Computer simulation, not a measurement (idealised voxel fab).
The process module that follows is named voxel self aligned vias.
For reference, the cross-section in this document is cut, with width 170 nm and square cells of 5 nm.
Format of a cross-section: grid, square cells. Given as bands. Order: top down. Band: one or more rows of cells.
Band: top and bottom heights (nm) first, top before bottom; then materials from left to right, widths in nm. "full width" marks a sole material filling the band edge to edge. "air" denotes empty space.
The level at which height equals 0 is the one under which the wafer, as it arrives, is entirely one material. No lower edge exists for the bottom band, which continues downward and is notated as in "0 nm and below".
Read "30->40" as a graded width: first number on top, second number at the bottom, same change between each pair of neighbouring rows.
When a step is marked "identical to before", none of the cells in the cross-section changed during that step.
Closed void catalog: empty space of 8 cells or more with no open way to the top, each as width x height at its distance from the left edge, in nm
On each step's line, the part that comes after the settings is the simulator's own comment on the step.
The "overlay nm" setting may appear on a step's line; for a step that uses a mask, it gives how far to the right of its planned position the mask lay, and a negative value indicates the left.
Process steps - plan:
step 1: RECEIVE | material Si
step 2: CONFORMAL_DEP | material SiO2 | thk nm 15
step 3: CONFORMAL_DEP | material SiCN | thk nm 5
step 4: DIRECTIONAL_DEP | material lowk | thk nm 30
step 5: DIRECTIONAL_DEP | material aC | thk nm 15
step 6: PATTERN | tone open | mask id LINES | material resist | width nm 30 | pitch nm 60 | thk nm 30 | overlay nm 0
step 7: DIRECTIONAL_ETCH | etch materials aC | depth nm 15
step 8: STRIP | etch materials resist
step 9: DIRECTIONAL_ETCH | etch materials lowk | depth nm 30
step 10: STRIP | etch materials aC
step 11: CONFORMAL_DEP | material TiN | thk nm 5
step 12: FILL_DEP | material Ru | thk nm 5
step 13: CMP | height nm 50
step 14: SELECTIVE_ETCH | etch materials W Ru TiN | depth nm 5
step 15: FILL_DEP | material SiN | thk nm 5
step 16: CMP | height nm 50
step 17: DIRECTIONAL_DEP | material lowk | thk nm 20
step 18: DIRECTIONAL_DEP | material aC | thk nm 10
step 19: PATTERN | tone open | mask id VIAS | material resist | width nm 30 | thk nm 25 | overlay nm 0
step 20: DIRECTIONAL_ETCH | etch materials aC | depth nm 10
step 21: STRIP | etch materials resist
step 22: DIRECTIONAL_ETCH | etch materials lowk | depth nm 20
step 23: DIRECTIONAL_ETCH | etch materials SiN | depth nm 5
step 24: STRIP | etch materials aC
step 25: CONFORMAL_DEP | material TiN | thk nm 5
step 26: FILL_DEP | material W | thk nm 10
step 27: CMP | height nm 70
step 28: CONFORMAL_DEP | material SiN | thk nm 5
What sets these wafers apart? The width nm at step 19. They all start alike, and the plan carries the first wafer's value.
This is how the first of several wafers looked in cross-section when it arrived, which is after step 1:
	0 nm and below = Si full width
	Closed void catalog: none
First of several wafers: cross-section at the end of the module, after step 28, its last step:
	75 nm to 70 nm = SiN full width
	70 nm to 50 nm = lowk 40, TiN 5, W 20, TiN 5, lowk 100
	50 nm to 45 nm = lowk 40, TiN 30, lowk 30, SiN 30, lowk 40
	45 nm to 25 nm = lowk 40, TiN 5, Ru 20, TiN 5, lowk 30, TiN 5, Ru 20, TiN 5, lowk 40
	25 nm to 20 nm = lowk 40, TiN 30, lowk 30, TiN 30, lowk 40
	20 nm to 15 nm = SiCN full width
	15 nm to 0 nm = SiO2 full width
	0 nm and below = Si full width
	Closed void catalog: none
Sectional view of the last wafer upon completion of the module:
	75 nm to 70 nm = SiN full width
	70 nm to 55 nm = lowk 30, TiN 5, W 45, TiN 5, lowk 85
	55 nm to 50 nm = lowk 30, TiN 15, W 20, TiN 20, lowk 85
	50 nm to 45 nm = lowk 40, TiN 30, lowk 30, SiN 30, lowk 40
	45 nm to 25 nm = lowk 40, TiN 5, Ru 20, TiN 5, lowk 30, TiN 5, Ru 20, TiN 5, lowk 40
	25 nm to 20 nm = lowk 40, TiN 30, lowk 30, TiN 30, lowk 40
	20 nm to 15 nm = SiCN full width
	15 nm to 0 nm = SiO2 full width
	0 nm and below = Si full width
	Closed void catalog: none
Per wafer, end of module: cells gained (+) or lost (-) per material since receipt, then closed voids:
width nm 30 | +32 Ru | +34 SiCN | +40 SiN | +102 SiO2 | +42 TiN | +16 W | +244 lowk | Closed void catalog: none
width nm 35 | +32 Ru | +34 SiCN | +40 SiN | +102 SiO2 | +43 TiN | +19 W | +240 lowk | Closed void catalog: none
width nm 40 | +32 Ru | +34 SiCN | +40 SiN | +102 SiO2 | +44 TiN | +22 W | +236 lowk | Closed void catalog: none
width nm 45 | +32 Ru | +34 SiCN | +40 SiN | +102 SiO2 | +45 TiN | +25 W | +232 lowk | Closed void catalog: none
width nm 50 | +32 Ru | +34 SiCN | +40 SiN | +102 SiO2 | +46 TiN | +28 W | +228 lowk | Closed void catalog: none
width nm 55 | +32 Ru | +34 SiCN | +40 SiN | +102 SiO2 | +47 TiN | +31 W | +224 lowk | Closed void catalog: none
